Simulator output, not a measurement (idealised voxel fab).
voxel self aligned vias: a process module
Each square cell in cross-section cut measures 5 nm, and the section as a whole is 255 nm wide.
A cross-section is a grid of square cells, given in bands from the top down. A band is one or more rows of cells.
Band: top height; bottom height; in nm. Then, left to right: material with width in nm, for each material. "all across": a single material spanning edge to edge. "air": empty space.
It should be noted that heights are counted from 0, beneath which the wafer as supplied is of one material throughout, and that the lowest band possesses no lower boundary but continues downward, as written in "0 down".
Per-row width for "30->40": begins at first number (top row of band), ends at second number (bottom row), increment between rows held constant.
It should be understood that the words "everything unchanged", when stated for a given step, signify that the cross-section underwent no change in any of its cells during that step.
"Closed internal voids": sealed empty spaces, 8 cells or more, no open way to top, listed width x height at distance, with distance from the left edge and width, height and distance in nm.
Formally, on a step line, whatever follows the settings is a remark that the simulator itself makes on the step.
On any step carrying a mask, the "overlay nm" setting, if present on the step's line, tells how far right of its planned place the mask lay; negative values point to the left.
The planned process steps are enumerated hereunder:
step 1: RECEIVE | material Si
step 2: CONFORMAL_DEP | material SiO2 | thk nm 15
step 3: CONFORMAL_DEP | material SiCN | thk nm 5
step 4: DIRECTIONAL_DEP | material SiO2 | thk nm 25
step 5: PATTERN | tone open | mask id LINES | material resist | width nm 30 | pitch nm 70 | thk nm 20 | overlay nm 0
step 6: DIRECTIONAL_ETCH | etch materials SiO2 | depth nm 25
step 7: STRIP | etch materials resist
step 8: CONFORMAL_DEP | material TiN | thk nm 5
step 9: FILL_DEP | material W | thk nm 5
step 10: CMP | height nm 45
step 11: SELECTIVE_ETCH | etch materials W Ru TiN | depth nm 5
step 12: FILL_DEP | material SiN | thk nm 5
step 13: CMP | height nm 45
step 14: DIRECTIONAL_DEP | material SiO2 | thk nm 20
step 15: PATTERN | tone open | mask id VIAS | material resist | width nm 40 | pitch nm 70 | thk nm 20 | overlay nm 0
step 16: DIRECTIONAL_ETCH | etch materials SiO2 | depth nm 20
step 17: DIRECTIONAL_ETCH | etch materials SiN | depth nm 5
step 18: STRIP | etch materials resist
step 19: CONFORMAL_DEP | material TiN | thk nm 5
step 20: FILL_DEP | material W | thk nm 5
step 21: CMP | height nm 65
step 22: CONFORMAL_DEP | material SiN | thk nm 5
First of two wafers, processed according to plan:
Cross-section of the incoming wafer, state after step 1:
0 down  Si all across
Closed internal voids: none
State of the wafer after step 2, shown in cross-section:
15 to 0  SiO2 all across
For the remainder of the cross-section, below 0, there is no change.
State of the wafer after step 3, shown in cross-section:
20 to 15  SiCN all across
For the remainder of the cross-section, below 15, there is no change.
State of the wafer after step 4, shown in cross-section:
45 to 20  SiO2 all across
For the remainder of the cross-section, below 20, there is no change.
State of the wafer after step 5, shown in cross-section:
65 to 45  75 nm resist, then 30 nm air, then 40 nm resist, then 30 nm air, then 80 nm resist
For the remainder of the cross-section, below 45, there is no change.
State of the wafer after step 6, shown in cross-section:
65 to 45  75 nm resist, then 30 nm air, then 40 nm resist, then 30 nm air, then 80 nm resist
45 to 20  75 nm SiO2, then 30 nm air, then 40 nm SiO2, then 30 nm air, then 80 nm SiO2
For the remainder of the cross-section, below 20, there is no change.
State of the wafer after step 7, shown in cross-section:
45 to 20  75 nm SiO2, then 30 nm air, then 40 nm SiO2, then 30 nm air, then 80 nm SiO2
For the remainder of the cross-section, below 20, there is no change.
State of the wafer after step 8, shown in cross-section:
50 to 45  80 nm TiN, then 20 nm air, then 50 nm TiN, then 20 nm air, then 85 nm TiN
45 to 25  75 nm SiO2, then 5 nm TiN, then 20 nm air, then 5 nm TiN, then 40 nm SiO2, then 5 nm TiN, then 20 nm air, then 5 nm TiN, then 80 nm SiO2
25 to 20  75 nm SiO2, then 30 nm TiN, then 40 nm SiO2, then 30 nm TiN, then 80 nm SiO2
For the remainder of the cross-section, below 20, there is no change.
State of the wafer after step 9, shown in cross-section:
55 to 50  W all across
50 to 45  80 nm TiN, then 20 nm W, then 50 nm TiN, then 20 nm W, then 85 nm TiN
45 to 25  75 nm SiO2, then 5 nm TiN, then 20 nm W, then 5 nm TiN, then 40 nm SiO2, then 5 nm TiN, then 20 nm W, then 5 nm TiN, then 80 nm SiO2
For the remainder of the cross-section, below 25, there is no change.
State of the wafer after step 10, shown in cross-section:
45 to 25  75 nm SiO2, then 5 nm TiN, then 20 nm W, then 5 nm TiN, then 40 nm SiO2, then 5 nm TiN, then 20 nm W, then 5 nm TiN, then 80 nm SiO2
For the remainder of the cross-section, below 25, there is no change.
State of the wafer after step 11, shown in cross-section:
45 to 40  75 nm SiO2, then 30 nm air, then 40 nm SiO2, then 30 nm air, then 80 nm SiO2
For the remainder of the cross-section, below 40, there is no change.
State of the wafer after step 12, shown in cross-section:
50 to 45  SiN all across
45 to 40  75 nm SiO2, then 30 nm SiN, then 40 nm SiO2, then 30 nm SiN, then 80 nm SiO2
For the remainder of the cross-section, below 40, there is no change.
State of the wafer after step 13, shown in cross-section:
45 to 40  75 nm SiO2, then 30 nm SiN, then 40 nm SiO2, then 30 nm SiN, then 80 nm SiO2
For the remainder of the cross-section, below 40, there is no change.
State of the wafer after step 14, shown in cross-section:
65 to 45  SiO2 all across
For the remainder of the cross-section, below 45, there is no change.
State of the wafer after step 15, shown in cross-section:
85 to 65  70 nm resist, then 40 nm air, then 30 nm resist, then 40 nm air, then 75 nm resist
For the remainder of the cross-section, below 65, there is no change.
State of the wafer after step 16, shown in cross-section:
85 to 65  70 nm resist, then 40 nm air, then 30 nm resist, then 40 nm air, then 75 nm resist
65 to 45  70 nm SiO2, then 40 nm air, then 30 nm SiO2, then 40 nm air, then 75 nm SiO2
For the remainder of the cross-section, below 45, there is no change.
State of the wafer after step 17, shown in cross-section:
85 to 65  70 nm resist, then 40 nm air, then 30 nm resist, then 40 nm air, then 75 nm resist
65 to 45  70 nm SiO2, then 40 nm air, then 30 nm SiO2, then 40 nm air, then 75 nm SiO2
45 to 40  75 nm SiO2, then 30 nm air, then 40 nm SiO2, then 30 nm air, then 80 nm SiO2
For the remainder of the cross-section, below 40, there is no change.
State of the wafer after step 18, shown in cross-section:
65 to 45  70 nm SiO2, then 40 nm air, then 30 nm SiO2, then 40 nm air, then 75 nm SiO2
For the remainder of the cross-section, below 45, there is no change.
State of the wafer after step 19, shown in cross-section:
70 to 65  75 nm TiN, then 30 nm air, then 40 nm TiN, then 30 nm air, then 80 nm TiN
65 to 50  70 nm SiO2, then 5 nm TiN, then 30 nm air, then 5 nm TiN, then 30 nm SiO2, then 5 nm TiN, then 30 nm air, then 5 nm TiN, then 75 nm SiO2
50 to 45  70 nm SiO2, then 10 nm TiN, then 20 nm air, then 10 nm TiN, then 30 nm SiO2, then 10 nm TiN, then 20 nm air, then 10 nm TiN, then 75 nm SiO2
45 to 40  75 nm SiO2, then 30 nm TiN, then 40 nm SiO2, then 30 nm TiN, then 80 nm SiO2
For the remainder of the cross-section, below 40, there is no change.
State of the wafer after step 20, shown in cross-section:
75 to 70  W all across
70 to 65  75 nm TiN, then 30 nm W, then 40 nm TiN, then 30 nm W, then 80 nm TiN
65 to 50  70 nm SiO2, then 5 nm TiN, then 30 nm W, then 5 nm TiN, then 30 nm SiO2, then 5 nm TiN, then 30 nm W, then 5 nm TiN, then 75 nm SiO2
50 to 45  70 nm SiO2, then 10 nm TiN, then 20 nm W, then 10 nm TiN, then 30 nm SiO2, then 10 nm TiN, then 20 nm W, then 10 nm TiN, then 75 nm SiO2
For the remainder of the cross-section, below 45, there is no change.
State of the wafer after step 21, shown in cross-section:
65 to 50  70 nm SiO2, then 5 nm TiN, then 30 nm W, then 5 nm TiN, then 30 nm SiO2, then 5 nm TiN, then 30 nm W, then 5 nm TiN, then 75 nm SiO2
For the remainder of the cross-section, below 50, there is no change.
State of the wafer after step 22, shown in cross-section:
70 to 65  SiN all across
For the remainder of the cross-section, below 65, there is no change.
Second wafer. Start and plan as for the first. One mistake made in running. Agrees with the first up to and including step 15:
Cross-sectional view of the second wafer at the intended end time of process step 16:
85 to 65  70 nm resist, then 40 nm air, then 30 nm resist, then 40 nm air, then 75 nm resist
65 to 45  70 nm SiO2, then 40 nm air, then 30 nm SiO2, then 40 nm air, then 75 nm SiO2
45 to 40  70 nm SiO2, then 5 nm air, then 30 nm SiN, then 5 nm air, then 30 nm SiO2, then 5 nm air, then 30 nm SiN, then 5 nm air, then 75 nm SiO2
40 to 25  70 nm SiO2, then 5 nm air, then 5 nm TiN, then 20 nm W, then 5 nm TiN, then 5 nm air, then 30 nm SiO2, then 5 nm air, then 5 nm TiN, then 20 nm W, then 5 nm TiN, then 5 nm air, then 75 nm SiO2
For the remainder of the cross-section, below 25, there is no change.
Cross-sectional view of the second wafer at the intended end time of process step 17:
85 to 65  70 nm resist, then 40 nm air, then 30 nm resist, then 40 nm air, then 75 nm resist
65 to 40  70 nm SiO2, then 40 nm air, then 30 nm SiO2, then 40 nm air, then 75 nm SiO2
For the remainder of the cross-section, below 40, there is no change.
Cross-sectional view of the second wafer at the intended end time of process step 18:
65 to 40  70 nm SiO2, then 40 nm air, then 30 nm SiO2, then 40 nm air, then 75 nm SiO2
For the remainder of the cross-section, below 40, there is no change.
Cross-sectional view of the second wafer at the intended end time of process step 19:
70 to 65  75 nm TiN, then 30 nm air, then 40 nm TiN, then 30 nm air, then 80 nm TiN
65 to 45  70 nm SiO2, then 5 nm TiN, then 30 nm air, then 5 nm TiN, then 30 nm SiO2, then 5 nm TiN, then 30 nm air, then 5 nm TiN, then 75 nm SiO2
45 to 40  70 nm SiO2, then 40 nm TiN, then 30 nm SiO2, then 40 nm TiN, then 75 nm SiO2
40 to 25  70 nm SiO2, then 10 nm TiN, then 20 nm W, then 10 nm TiN, then 30 nm SiO2, then 10 nm TiN, then 20 nm W, then 10 nm TiN, then 75 nm SiO2
For the remainder of the cross-section, below 25, there is no change.
Cross-sectional view of the second wafer at the intended end time of process step 20:
75 to 70  W all across
70 to 65  75 nm TiN, then 30 nm W, then 40 nm TiN, then 30 nm W, then 80 nm TiN
65 to 45  70 nm SiO2, then 5 nm TiN, then 30 nm W, then 5 nm TiN, then 30 nm SiO2, then 5 nm TiN, then 30 nm W, then 5 nm TiN, then 75 nm SiO2
For the remainder of the cross-section, below 45, there is no change.
Cross-sectional view of the second wafer at the intended end time of process step 21:
65 to 45  70 nm SiO2, then 5 nm TiN, then 30 nm W, then 5 nm TiN, then 30 nm SiO2, then 5 nm TiN, then 30 nm W, then 5 nm TiN, then 75 nm SiO2
For the remainder of the cross-section, below 45, there is no change.
Cross-sectional view of the second wafer at the intended end time of process step 22:
70 to 65  SiN all across
For the remainder of the cross-section, below 65, there is no change.
Deviation from plan: plan step 16 was twice executed
at the end the second wafer has, in cells: SiO2 -16, TiN +12, W +4
